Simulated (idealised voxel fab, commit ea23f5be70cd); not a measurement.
Process module name: voxel trench capacitor
FYI the section here is cut, 255 nm wide, cells are 5 nm squares.
Cross-section format: a grid of square cells, given as bands from top to bottom; each band is one or more rows of cells. This entry defines a band. It first specifies the height of the band's top and the height of its bottom in nm, and then specifies the band's materials from left to right, stating each material with its width in nm. The word "all across" identifies a single material that fills the band from edge to edge, while the word "blank" identifies empty space. Beneath 0, the wafer as received is one material, and that level is where height counting begins. The lowest band goes on downward without a bottom; it is written like "from 0 down". Width "30->40": first value at the band's top row of cells, second value at its bottom row, equal change from row to row. When a step is marked "no alteration", none of the cells in the cross-section changed during that step. "Closed internal cavities": empty spaces of 8 cells or more with no open way to the top, each given as width x height at distance, distance from the left edge, all in nm. Where a step's line continues beyond its settings, the continuation is a remark by the simulator itself on that step. overlay nm: step with mask; distance mask lay right of planned place; negative value = left of planned place.
Planned process steps
1 RECEIVE with material Si
2 CONFORMAL_DEP with material SiN, thk nm 10
3 PATTERN with tone open, mask id TRENCH, material resist, width nm 25, pitch nm 50, thk nm 20, overlay nm 0
4 DIRECTIONAL_ETCH with etch materials SiN, depth nm 10
5 DIRECTIONAL_ETCH with etch materials Si, depth nm 30
6 STRIP with etch materials resist
7 CONFORMAL_DEP with material Al2O3, thk nm 5
8 CONFORMAL_DEP with material TiN, thk nm 5
9 FILL_DEP with material W, thk nm 10
10 CMP with height nm 10
Incoming wafer in cross-section (state: after step 1)
	from 0 down = Si all across
	Closed internal cavities: none
Cross-sectional result after module completion. Note: starting condition and plan are unchanged from above; one processing mistake was made
	from 10 to 0 = SiN (40)  Al2O3 (5)  TiN (5)  W (5)  TiN (5)  Al2O3 (5)  SiN (25)  Al2O3 (5)  TiN (5)  W (5)  TiN (5)  Al2O3 (5)  SiN (25)  Al2O3 (5)  TiN (5)  W (5)  TiN (5)  Al2O3 (5)  SiN (25)  Al2O3 (5)  TiN (5)  W (5)  TiN (5)  Al2O3 (5)  SiN (40)
	from 0 to -30 = Si (40)  Al2O3 (5)  TiN (5)  W (5)  TiN (5)  Al2O3 (5)  Si (25)  Al2O3 (5)  TiN (5)  W (5)  TiN (5)  Al2O3 (5)  Si (25)  Al2O3 (5)  TiN (5)  W (5)  TiN (5)  Al2O3 (5)  Si (25)  Al2O3 (5)  TiN (5)  W (5)  TiN (5)  Al2O3 (5)  Si (40)
	from -30 to -35 = Si (40)  Al2O3 (5)  TiN (15)  Al2O3 (5)  Si (25)  Al2O3 (5)  TiN (15)  Al2O3 (5)  Si (25)  Al2O3 (5)  TiN (15)  Al2O3 (5)  Si (25)  Al2O3 (5)  TiN (15)  Al2O3 (5)  Si (40)
	from -35 to -40 = Si (40)  Al2O3 (25)  Si (25)  Al2O3 (25)  Si (25)  Al2O3 (25)  Si (25)  Al2O3 (25)  Si (40)
	from -40 down = Si all across
	Closed internal cavities: none
The plan and the run diverged here: step 5 deviated from plan and actually ran as DIRECTIONAL_ETCH with etch materials Si, depth nm 40
